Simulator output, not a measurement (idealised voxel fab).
Title: Process Module voxel gate over fins
Section shown: cut. Width: 260 nm. Cell size: 5 nm, square.
In what follows, cross-sections appear as grids of square cells, described through bands that run from the top down, where every band is one or more rows of cells. Band: top height; bottom height; in nm. Then, left to right: material with width in nm, for each material. "everywhere": a single material spanning edge to edge. "empty": empty space. Height datum 0, below which the as-received substrate wafer is one material. Lowest band open at the bottom, running downward: "0..down". Quick explanation for "30 to 40": the width changes in equal steps down the rows of cells, from the first number in the band's top row to the second number in its bottom row. A step reported as "remained unchanged" is a step in which no cell of the cross-section changed. The entry "Enclosed cavity list" lists the empty spaces that cover at least 8 cells and have no open path to the top. Each is written as width x height at distance, where the distance is measured from the left edge and all three values are in nm. Heads up: the bit after the settings on a step's line is the simulator's remark on that step. Regarding "overlay nm": on a step with a mask, it is the distance the mask lay to the right of its planned place; a negative value places it to the left.

List of planned process steps:
1,RECEIVE with material Si
2,CONFORMAL_DEP with material SiN, thk nm 5
3,MASKED_ETCH with tone cover, mask id FINS, width nm 15, pitch nm 35, etch materials SiN, depth nm 5, overlay nm 0
4,MASKED_ETCH with tone cover, mask id FINS, width nm 15, pitch nm 35, etch materials Si, depth nm 35, overlay nm 0
5,OXIDIZE with depth nm 5
6,FILL_DEP with material SiO2, thk nm 15
7,CMP with height nm 5
8,SELECTIVE_ETCH with etch materials SiO2, depth nm 20
9,STRIP with etch materials SiN
10,CONFORMAL_DEP with material HfO2, thk nm 5
11,CONFORMAL_DEP with material TiN, thk nm 5
12,CONFORMAL_DEP with material TiAl, thk nm 5
13,CONFORMAL_DEP with material TiN, thk nm 5
14,FILL_DEP with material W, thk nm 15
15,CMP with height nm 30
16,CONFORMAL_DEP with material SiN, thk nm 10

Wafer as received: cross-section following step 1:
    0..down | Si everywhere
    Enclosed cavity list: none

Here's the wafer cut in cross-section after the module, started and planned just like above, except one thing was done wrong in the run:
    40..30 | SiN everywhere
    30..20 | W everywhere
    20..15 | TiN everywhere
    15..10 | TiAl everywhere
    10..5 | TiN everywhere
    5..0 | HfO2 everywhere
    0..-40 | SiO2 110  Si 5  SiO2 30  Si 5  SiO2 110
    -40..down | Si everywhere
    Enclosed cavity list: none
What broke from the plan during processing? step 7 of the plan was jumped over and never run
